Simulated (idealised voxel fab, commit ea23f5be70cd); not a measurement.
Documented hereafter: the process module known as voxel released beams.
Xsec cut, 245 nm wide, square cell size 5 nm.
The cross-sections in this document take the form of a grid made of square cells. They are written out as bands, in order from top to bottom. Each band consists of one or more rows of cells. This entry defines a band. It first specifies the height of the band's top and the height of its bottom in nm, and then specifies the band's materials from left to right, stating each material with its width in nm. The word "everywhere" identifies a single material that fills the band from edge to edge, while the word "air" identifies empty space. Below 0: as-received wafer, all one material; heights counted from there. Lowest band: no bottom, goes on down, written "0..down". Quick explanation for "30->40": the width changes in equal steps down the rows of cells, from the first number in the band's top row to the second number in its bottom row. Where the words "remained the same" appear for a step, the cross-section shows no cell changed by that step; every cell remained as before. Under "Closed void roster" you'll find the enclosed gaps, the ones with no way out to the top, that are 8 cells or bigger; each reads width x height at distance, with distance counted from the left edge, everything in nm. after a step's settings: what the simulator itself notes on the step. For masked steps, "overlay nm" on the step line gives how far right of plan the mask actually lay; a minus sign means it lay to the left.
-- Steps in the process plan
1. RECEIVE,material Si
2. CONFORMAL_DEP,material Al2O3,thk nm 5
3. DIRECTIONAL_DEP,material SiO2,thk nm 10
4. PATTERN,tone open,mask id ANCHOR,material resist,width nm 25,thk nm 20,overlay nm 0
5. DIRECTIONAL_ETCH,etch materials SiO2,depth nm 10
6. STRIP,etch materials resist
7. CONFORMAL_DEP,material SiN,thk nm 10
8. MASKED_ETCH,tone cover,mask id BEAM,width nm 105,etch materials SiN,depth nm 10,overlay nm 0
9. STRIP,etch materials SiO2
-- Wafer as received: cross-section following step 1
  0..down  Si everywhere
  Closed void roster: none
-- Wafer cross-section at module end: first of two, run to plan
  25..15  65 air, then 15 SiN, then 5 air, then 85 SiN, then 75 air
  15..5  70 air, then 25 SiN, then 150 air
  5..0  Al2O3 everywhere
  0..down  Si everywhere
  Closed void roster: none
-- What the second wafer looks like in cross-section once the module is done. Its start and its plan matched the first wafer's exactly; what differed was one mistake in how it was run
  10..0  65 air, then 105 SiN, then 75 air
  0..down  Si everywhere
  Closed void roster: none
What was the processing mistake? step 6 was run on a setting that differed from the plan, and what really ran there is STRIP,etch materials Al2O3
at the end the second wafer has, in cells: -49 Al2O3; -8 SiN
